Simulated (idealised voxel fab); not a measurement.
Herein follows the process module entitled voxel transistor to metal.
Section cut is 300 nm wide and gridded with 5 nm square cells.
Square cells in a grid make up a cross-section in this document, and the grid is given as bands, listed from the top down, each one or more rows of cells. Top, bottom (nm), then materials left to right with widths (nm); lone material tagged "everywhere" fills the whole band edge to edge; "air" = empty space. Heights from 0 (as-received wafer is one material below). Bottom band endless downward, as "0 and below". Read "30 to 40" as a graded width: first number on top, second number at the bottom, same change between each pair of neighbouring rows. You'll sometimes find "left unchanged" written for a step, and that's the way of saying that nowhere in the cross-section did a cell change during that step. This entry, "Enclosed void entries", enumerates those empty regions of no fewer than 8 cells that possess no open connection to the top. Each region is reported in the form width x height at distance, the distance being taken from the left edge, with all three quantities expressed in nm. Where a step's line continues beyond its settings, the continuation is a remark by the simulator itself on that step. "overlay nm" on a masked step: distance the mask lay right of its planned place, negative for left.

## List of planned process steps
step 1: RECEIVE | material Si
step 2: CONFORMAL_DEP | material SiO2 | thk nm 5
step 3: CONFORMAL_DEP | material SiN | thk nm 15
step 4: MASKED_ETCH | tone cover | mask id ACTIVE | width nm 105 | pitch nm 125 | etch materials SiN | depth nm 15 | overlay nm 0
step 5: MASKED_ETCH | tone cover | mask id ACTIVE | width nm 105 | pitch nm 125 | etch materials SiO2 | depth nm 5 | overlay nm 0
step 6: MASKED_ETCH | tone cover | mask id ACTIVE | width nm 105 | pitch nm 125 | etch materials Si | depth nm 30 | overlay nm 0
step 7: OXIDIZE | depth nm 5
step 8: FILL_DEP | material SiO2 | thk nm 15
step 9: CMP | height nm 20
step 10: SELECTIVE_ETCH | etch materials SiO2 | depth nm 10
step 11: STRIP | etch materials SiN
step 12: SELECTIVE_ETCH | etch materials SiO2 | depth nm 5
step 13: OXIDIZE | depth nm 5
step 14: DIRECTIONAL_DEP | material polySi | thk nm 30
step 15: DIRECTIONAL_DEP | material SiCN | thk nm 15
step 16: DIRECTIONAL_DEP | material aC | thk nm 10
step 17: PATTERN | tone cover | mask id GATE | material resist | width nm 25 | pitch nm 125 | thk nm 25 | overlay nm 0
step 18: DIRECTIONAL_ETCH | etch materials aC | depth nm 10
step 19: STRIP | etch materials resist
step 20: DIRECTIONAL_ETCH | etch materials SiCN | depth nm 25
step 21: DIRECTIONAL_ETCH | etch materials polySi | depth nm 40
step 22: STRIP | etch materials aC
step 23: CONFORMAL_DEP | material SiN | thk nm 5
step 24: DIRECTIONAL_ETCH | etch materials SiN | depth nm 5
step 25: DIRECTIONAL_ETCH | etch materials SiO2 | depth nm 5
step 26: DIRECTIONAL_ETCH | etch materials Si | depth nm 15
step 27: EPI | material pSi | thk nm 20
step 28: FILL_DEP | material SiO2 | thk nm 5
step 29: CMP | height nm 30
step 30: STRIP | etch materials polySi
step 31: SELECTIVE_ETCH | etch materials SiO2 | depth nm 5
step 32: CONFORMAL_DEP | material HfO2 | thk nm 5
step 33: CONFORMAL_DEP | material TiN | thk nm 5
step 34: FILL_DEP | material W | thk nm 5
step 35: CMP | height nm 25
step 36: DIRECTIONAL_DEP | material SiO2 | thk nm 10
step 37: DIRECTIONAL_DEP | material aC | thk nm 10
step 38: PATTERN | tone open | mask id CONTACT | material resist | width nm 20 | thk nm 25 | overlay nm 0
step 39: DIRECTIONAL_ETCH | etch materials aC | depth nm 10
step 40: STRIP | etch materials resist
step 41: DIRECTIONAL_ETCH | etch materials SiO2 | depth nm 35
step 42: STRIP | etch materials aC
step 43: CONFORMAL_DEP | material TiN | thk nm 5
step 44: FILL_DEP | material Ru | thk nm 10
step 45: CMP | height nm 35
step 46: DIRECTIONAL_DEP | material TiN | thk nm 5
step 47: DIRECTIONAL_DEP | material Ru | thk nm 15
step 48: MASKED_ETCH | tone cover | mask id METAL_1 | width nm 20 | etch materials Ru | depth nm 15 | overlay nm 0
step 49: MASKED_ETCH | tone cover | mask id METAL_1 | width nm 15 | etch materials TiN | depth nm 5 | overlay nm 0
step 50: CONFORMAL_DEP | material SiN | thk nm 5
step 51: FILL_DEP | material SiO2 | thk nm 10
step 52: CMP | height nm 55
step 53: CONFORMAL_DEP | material SiCN | thk nm 5
step 54: DIRECTIONAL_DEP | material lowk | thk nm 30
step 55: DIRECTIONAL_DEP | material aC | thk nm 10
step 56: PATTERN | tone open | mask id METAL_2_HOLES | material resist | width nm 15 | pitch nm 125 | thk nm 30 | overlay nm 0
step 57: DIRECTIONAL_ETCH | etch materials aC | depth nm 10
step 58: STRIP | etch materials resist
step 59: DIRECTIONAL_ETCH | etch materials lowk | depth nm 30
step 60: STRIP | etch materials aC
step 61: PATTERN | tone open | mask id METAL_2 | material resist | width nm 20 | pitch nm 125 | thk nm 20 | overlay nm 0
step 62: DIRECTIONAL_ETCH | etch materials lowk | depth nm 15
step 63: DIRECTIONAL_ETCH | etch materials SiCN | depth nm 5
step 64: STRIP | etch materials resist
step 65: CONFORMAL_DEP | material TiN | thk nm 5
step 66: FILL_DEP | material Cu | thk nm 10
step 67: CMP | height nm 90
step 68: CONFORMAL_DEP | material SiCN | thk nm 5
All wafers enter the flow in the same state. The width nm at step 49 differs from wafer to wafer, and the plan gives the value for the first wafer.

## Received wafers, first of several: cross-section after step 1
* 0 and below  Si everywhere
* Enclosed void entries: none

## Cross-sectional representation of the first of several wafers at the end of the module, i.e. after its terminal step, step 68
* 95 down to 90  SiCN everywhere
* 90 down to 80  lowk 40 nm, then TiN 5 nm, then Cu 10 nm, then TiN 5 nm, then lowk 105 nm, then TiN 5 nm, then Cu 10 nm, then TiN 5 nm, then lowk 115 nm
* 80 down to 75  lowk 40 nm, then TiN 5 nm, then Cu 5 nm, then TiN 10 nm, then lowk 105 nm, then TiN 5 nm, then Cu 5 nm, then TiN 10 nm, then lowk 115 nm
* 75 down to 60  lowk 40 nm, then TiN 5 nm, then Cu 5 nm, then TiN 5 nm, then lowk 110 nm, then TiN 5 nm, then Cu 5 nm, then TiN 5 nm, then lowk 120 nm
* 60 down to 55  SiCN 40 nm, then TiN 15 nm, then SiCN 110 nm, then TiN 15 nm, then SiCN 120 nm
* 55 down to 40  SiO2 35 nm, then SiN 5 nm, then Ru 20 nm, then SiN 5 nm, then SiO2 45 nm, then SiN 5 nm, then Ru 20 nm, then SiN 5 nm, then SiO2 20 nm, then SiN 5 nm, then Ru 20 nm, then SiN 5 nm, then SiO2 45 nm, then SiN 5 nm, then Ru 20 nm, then SiN 5 nm, then SiO2 35 nm
* 40 down to 35  SiN 40 nm, then TiN 20 nm, then SiN 55 nm, then TiN 20 nm, then SiN 30 nm, then TiN 20 nm, then SiN 55 nm, then TiN 20 nm, then SiN 40 nm
* 35 down to 25  SiO2 40 nm, then TiN 5 nm, then Ru 10 nm, then TiN 5 nm, then SiO2 55 nm, then TiN 5 nm, then Ru 10 nm, then TiN 5 nm, then SiO2 30 nm, then TiN 5 nm, then Ru 10 nm, then TiN 5 nm, then SiO2 55 nm, then TiN 5 nm, then Ru 10 nm, then TiN 5 nm, then SiO2 40 nm
* 25 down to 20  SiO2 40 nm, then TiN 5 nm, then Ru 10 nm, then TiN 5 nm, then SiO2 10 nm, then SiN 5 nm, then HfO2 5 nm, then TiN 5 nm, then W 5 nm, then TiN 5 nm, then HfO2 5 nm, then SiN 5 nm, then SiO2 10 nm, then TiN 5 nm, then Ru 10 nm, then TiN 5 nm, then SiO2 30 nm, then TiN 5 nm, then Ru 10 nm, then TiN 5 nm, then SiO2 10 nm, then SiN 5 nm, then HfO2 5 nm, then TiN 5 nm, then W 5 nm, then TiN 5 nm, then HfO2 5 nm, then SiN 5 nm, then SiO2 10 nm, then TiN 5 nm, then Ru 10 nm, then TiN 5 nm, then SiO2 40 nm
* 20 down to 15  SiO2 40 nm, then TiN 20 nm, then SiO2 10 nm, then SiN 5 nm, then HfO2 5 nm, then TiN 5 nm, then W 5 nm, then TiN 5 nm, then HfO2 5 nm, then SiN 5 nm, then SiO2 10 nm, then TiN 20 nm, then SiO2 30 nm, then TiN 20 nm, then SiO2 10 nm, then SiN 5 nm, then HfO2 5 nm, then TiN 5 nm, then W 5 nm, then TiN 5 nm, then HfO2 5 nm, then SiN 5 nm, then SiO2 10 nm, then TiN 20 nm, then SiO2 40 nm
* 15 down to 5  SiO2 40 nm, then TiN 10 nm, then pSi 20 nm, then SiN 5 nm, then HfO2 5 nm, then TiN 5 nm, then W 5 nm, then TiN 5 nm, then HfO2 5 nm, then SiN 5 nm, then pSi 20 nm, then TiN 10 nm, then SiO2 30 nm, then TiN 10 nm, then pSi 20 nm, then SiN 5 nm, then HfO2 5 nm, then TiN 5 nm, then W 5 nm, then TiN 5 nm, then HfO2 5 nm, then SiN 5 nm, then pSi 20 nm, then TiN 10 nm, then SiO2 40 nm
* 5 down to 0  SiO2 30 nm, then SiN 5 nm, then SiO2 5 nm, then TiN 10 nm, then pSi 20 nm, then SiN 5 nm, then HfO2 5 nm, then TiN 15 nm, then HfO2 5 nm, then SiN 5 nm, then pSi 20 nm, then TiN 10 nm, then SiO2 5 nm, then SiN 5 nm, then SiO2 10 nm, then SiN 5 nm, then SiO2 5 nm, then TiN 10 nm, then pSi 20 nm, then SiN 5 nm, then HfO2 5 nm, then TiN 15 nm, then HfO2 5 nm, then SiN 5 nm, then pSi 20 nm, then TiN 10 nm, then SiO2 5 nm, then SiN 5 nm, then SiO2 30 nm
* 0 down to -5  SiO2 35 nm, then pSi 35 nm, then HfO2 35 nm, then pSi 35 nm, then SiO2 20 nm, then pSi 35 nm, then HfO2 35 nm, then pSi 35 nm, then SiO2 35 nm
* -5 down to -20  SiO2 40 nm, then pSi 30 nm, then Si 35 nm, then pSi 30 nm, then SiO2 30 nm, then pSi 30 nm, then Si 35 nm, then pSi 30 nm, then SiO2 40 nm
* -20 down to -35  SiO2 40 nm, then Si 95 nm, then SiO2 30 nm, then Si 95 nm, then SiO2 40 nm
* -35 and below  Si everywhere
* Enclosed void entries: none

## Showing the last wafer in cross-section at the end of the module
* 95 down to 90  SiCN everywhere
* 90 down to 80  lowk 40 nm, then TiN 5 nm, then Cu 10 nm, then TiN 5 nm, then lowk 105 nm, then TiN 5 nm, then Cu 10 nm, then TiN 5 nm, then lowk 115 nm
* 80 down to 75  lowk 40 nm, then TiN 5 nm, then Cu 5 nm, then TiN 10 nm, then lowk 105 nm, then TiN 5 nm, then Cu 5 nm, then TiN 10 nm, then lowk 115 nm
* 75 down to 60  lowk 40 nm, then TiN 5 nm, then Cu 5 nm, then TiN 5 nm, then lowk 110 nm, then TiN 5 nm, then Cu 5 nm, then TiN 5 nm, then lowk 120 nm
* 60 down to 55  SiCN 40 nm, then TiN 15 nm, then SiCN 110 nm, then TiN 15 nm, then SiCN 120 nm
* 55 down to 45  SiO2 35 nm, then SiN 5 nm, then Ru 20 nm, then SiN 5 nm, then SiO2 45 nm, then SiN 5 nm, then Ru 20 nm, then SiN 5 nm, then SiO2 20 nm, then SiN 5 nm, then Ru 20 nm, then SiN 5 nm, then SiO2 45 nm, then SiN 5 nm, then Ru 20 nm, then SiN 5 nm, then SiO2 35 nm
* 45 down to 40  SiO2 30 nm, then SiN 10 nm, then Ru 20 nm, then SiN 15 nm, then SiO2 30 nm, then SiN 10 nm, then Ru 20 nm, then SiN 15 nm, then SiO2 5 nm, then SiN 10 nm, then Ru 20 nm, then SiN 15 nm, then SiO2 30 nm, then SiN 10 nm, then Ru 20 nm, then SiN 15 nm, then SiO2 25 nm
* 40 down to 35  SiN 35 nm, then TiN 35 nm, then SiN 40 nm, then TiN 35 nm, then SiN 15 nm, then TiN 35 nm, then SiN 40 nm, then TiN 35 nm, then SiN 30 nm
* 35 down to 25  SiO2 40 nm, then TiN 5 nm, then Ru 10 nm, then TiN 5 nm, then SiO2 55 nm, then TiN 5 nm, then Ru 10 nm, then TiN 5 nm, then SiO2 30 nm, then TiN 5 nm, then Ru 10 nm, then TiN 5 nm, then SiO2 55 nm, then TiN 5 nm, then Ru 10 nm, then TiN 5 nm, then SiO2 40 nm
* 25 down to 20  SiO2 40 nm, then TiN 5 nm, then Ru 10 nm, then TiN 5 nm, then SiO2 10 nm, then SiN 5 nm, then HfO2 5 nm, then TiN 5 nm, then W 5 nm, then TiN 5 nm, then HfO2 5 nm, then SiN 5 nm, then SiO2 10 nm, then TiN 5 nm, then Ru 10 nm, then TiN 5 nm, then SiO2 30 nm, then TiN 5 nm, then Ru 10 nm, then TiN 5 nm, then SiO2 10 nm, then SiN 5 nm, then HfO2 5 nm, then TiN 5 nm, then W 5 nm, then TiN 5 nm, then HfO2 5 nm, then SiN 5 nm, then SiO2 10 nm, then TiN 5 nm, then Ru 10 nm, then TiN 5 nm, then SiO2 40 nm
* 20 down to 15  SiO2 40 nm, then TiN 20 nm, then SiO2 10 nm, then SiN 5 nm, then HfO2 5 nm, then TiN 5 nm, then W 5 nm, then TiN 5 nm, then HfO2 5 nm, then SiN 5 nm, then SiO2 10 nm, then TiN 20 nm, then SiO2 30 nm, then TiN 20 nm, then SiO2 10 nm, then SiN 5 nm, then HfO2 5 nm, then TiN 5 nm, then W 5 nm, then TiN 5 nm, then HfO2 5 nm, then SiN 5 nm, then SiO2 10 nm, then TiN 20 nm, then SiO2 40 nm
* 15 down to 5  SiO2 40 nm, then TiN 10 nm, then pSi 20 nm, then SiN 5 nm, then HfO2 5 nm, then TiN 5 nm, then W 5 nm, then TiN 5 nm, then HfO2 5 nm, then SiN 5 nm, then pSi 20 nm, then TiN 10 nm, then SiO2 30 nm, then TiN 10 nm, then pSi 20 nm, then SiN 5 nm, then HfO2 5 nm, then TiN 5 nm, then W 5 nm, then TiN 5 nm, then HfO2 5 nm, then SiN 5 nm, then pSi 20 nm, then TiN 10 nm, then SiO2 40 nm
* 5 down to 0  SiO2 30 nm, then SiN 5 nm, then SiO2 5 nm, then TiN 10 nm, then pSi 20 nm, then SiN 5 nm, then HfO2 5 nm, then TiN 15 nm, then HfO2 5 nm, then SiN 5 nm, then pSi 20 nm, then TiN 10 nm, then SiO2 5 nm, then SiN 5 nm, then SiO2 10 nm, then SiN 5 nm, then SiO2 5 nm, then TiN 10 nm, then pSi 20 nm, then SiN 5 nm, then HfO2 5 nm, then TiN 15 nm, then HfO2 5 nm, then SiN 5 nm, then pSi 20 nm, then TiN 10 nm, then SiO2 5 nm, then SiN 5 nm, then SiO2 30 nm
* 0 down to -5  SiO2 35 nm, then pSi 35 nm, then HfO2 35 nm, then pSi 35 nm, then SiO2 20 nm, then pSi 35 nm, then HfO2 35 nm, then pSi 35 nm, then SiO2 35 nm
* -5 down to -20  SiO2 40 nm, then pSi 30 nm, then Si 35 nm, then pSi 30 nm, then SiO2 30 nm, then pSi 30 nm, then Si 35 nm, then pSi 30 nm, then SiO2 40 nm
* -20 down to -35  SiO2 40 nm, then Si 95 nm, then SiO2 30 nm, then Si 95 nm, then SiO2 40 nm
* -35 and below  Si everywhere
* Enclosed void entries: none

## Rows = wafers. At module end, each row lists per material the cells gained (+) or lost (-) since the wafer was received, then the closed voids
width nm 15 | +16 Cu | +34 HfO2 | +72 Ru | -264 Si | +114 SiCN | +92 SiN | +468 SiO2 | +134 TiN | +8 W | +318 lowk | +148 pSi | Enclosed void entries: none
width nm 20 | +16 Cu | +34 HfO2 | +72 Ru | -264 Si | +114 SiCN | +92 SiN | +468 SiO2 | +134 TiN | +8 W | +318 lowk | +148 pSi | Enclosed void entries: none
width nm 25 | +16 Cu | +34 HfO2 | +72 Ru | -264 Si | +114 SiCN | +92 SiN | +464 SiO2 | +138 TiN | +8 W | +318 lowk | +148 pSi | Enclosed void entries: none
width nm 30 | +16 Cu | +34 HfO2 | +72 Ru | -264 Si | +114 SiCN | +92 SiN | +460 SiO2 | +142 TiN | +8 W | +318 lowk | +148 pSi | Enclosed void entries: none
width nm 35 | +16 Cu | +34 HfO2 | +72 Ru | -264 Si | +114 SiCN | +92 SiN | +456 SiO2 | +146 TiN | +8 W | +318 lowk | +148 pSi | Enclosed void entries: none
